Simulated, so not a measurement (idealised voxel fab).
process module | voxel self aligned contacts
cross-section cut | 295 nm wide | cells 5 nm
A cross-section is a grid of square cells, given in bands from the top down. A band is one or more rows of cells.
Each band's line starts with the height of the band's top and of its bottom, in nm. Then come its materials from left to right, each with its width in nm. One material with "throughout" fills the band from edge to edge. "air" is empty space.
Height 0 is the level under which the wafer as received is all one material. The lowest band goes on downwards, as in "0 down".
A width such as "30 to 40" changes by the same amount from each row of cells to the next, from the band's top row to its bottom row.
"no change" after a step means that no cell of the cross-section changed.
closed voids: empty space of 8 cells or more with no open way to the top, each as width x height at its distance from the left edge, in nm
after a step's settings: what the simulator itself notes on the step
overlay nm, on a step with a mask: how far to the right of its planned place the mask lay; to the left if negative
plan
1 op RECEIVE | material Si
2 op OXIDIZE | depth nm 5
3 op DIRECTIONAL_DEP | material polySi | thk nm 30
4 op DIRECTIONAL_DEP | material SiN | thk nm 20
5 op DIRECTIONAL_DEP | material aC | thk nm 10
6 op PATTERN | tone cover | mask id GATE | material resist | width nm 25 | pitch nm 50 | thk nm 25 | overlay nm 0
7 op DIRECTIONAL_ETCH | etch materials aC | depth nm 10
8 op STRIP | etch materials resist
9 op DIRECTIONAL_ETCH | etch materials SiN | depth nm 20
10 op DIRECTIONAL_ETCH | etch materials polySi | depth nm 30
11 op STRIP | etch materials aC
12 op CONFORMAL_DEP | material SiN | thk nm 5
13 op DIRECTIONAL_ETCH | etch materials SiN | depth nm 5
14 op FILL_DEP | material SiO2 | thk nm 15
15 op CMP | height nm 60
16 op DIRECTIONAL_DEP | material aC | thk nm 15
17 op PATTERN | tone open | mask id CONTACT | material resist | width nm 35 | pitch nm 50 | thk nm 30 | overlay nm 0
18 op DIRECTIONAL_ETCH | etch materials aC | depth nm 15
19 op STRIP | etch materials resist
20 op DIRECTIONAL_ETCH | etch materials SiO2 | depth nm 65
21 op STRIP | etch materials aC
22 op CONFORMAL_DEP | material TiN | thk nm 5
23 op FILL_DEP | material Ru | thk nm 5
24 op CMP | height nm 60
25 op CONFORMAL_DEP | material SiN | thk nm 5
as received, after step 1
  0 down: Si throughout
  closed voids: none
first wafer at the end, as planned
  65 to 60: SiN throughout
  60 to 50: SiO2 105 | TiN 5 to 15 | Ru 25 to 5 | TiN 5 to 15 | SiO2 15 | TiN 5 to 15 | Ru 25 to 5 | TiN 5 to 15 | SiO2 105
  50 to 30: SiO2 80 | SiN 35 | TiN 5 | Ru 5 | TiN 5 | SiN 35 | TiN 5 | Ru 5 | TiN 5 | SiN 35 | SiO2 80
  30 to 0: SiO2 80 | SiN 5 | polySi 25 | SiN 5 | TiN 5 | Ru 5 | TiN 5 | SiN 5 | polySi 25 | SiN 5 | TiN 5 | Ru 5 | TiN 5 | SiN 5 | polySi 25 | SiN 5 | SiO2 80
  0 to -5: SiO2 115 | TiN 15 | SiO2 35 | TiN 15 | SiO2 115
  -5 down: Si throughout
  closed voids: none
second wafer at the end: like start, like plan, one mistake
  65 to 60: SiN throughout
  60 to 35: SiO2 80 | SiN 5 | polySi 25 | SiN 5 | TiN 5 | Ru 5 | TiN 5 | SiN 5 | polySi 25 | SiN 5 | TiN 5 | Ru 5 | TiN 5 | SiN 5 | polySi 25 | SiN 5 | SiO2 80
  35 to 30: SiO2 80 | SiN 5 | polySi 25 | SiN 5 | TiN 15 | SiN 5 | polySi 25 | SiN 5 | TiN 15 | SiN 5 | polySi 25 | SiN 5 | SiO2 80
  30 to 0: polySi throughout
  0 to -5: SiO2 throughout
  -5 down: Si throughout
  closed voids: none
what went wrong: step 3 was run twice
at the end the second wafer has, in cells: 22 fewer of Ru | 84 fewer of SiN | 212 fewer of SiO2 | 36 fewer of TiN | 354 more of polySi
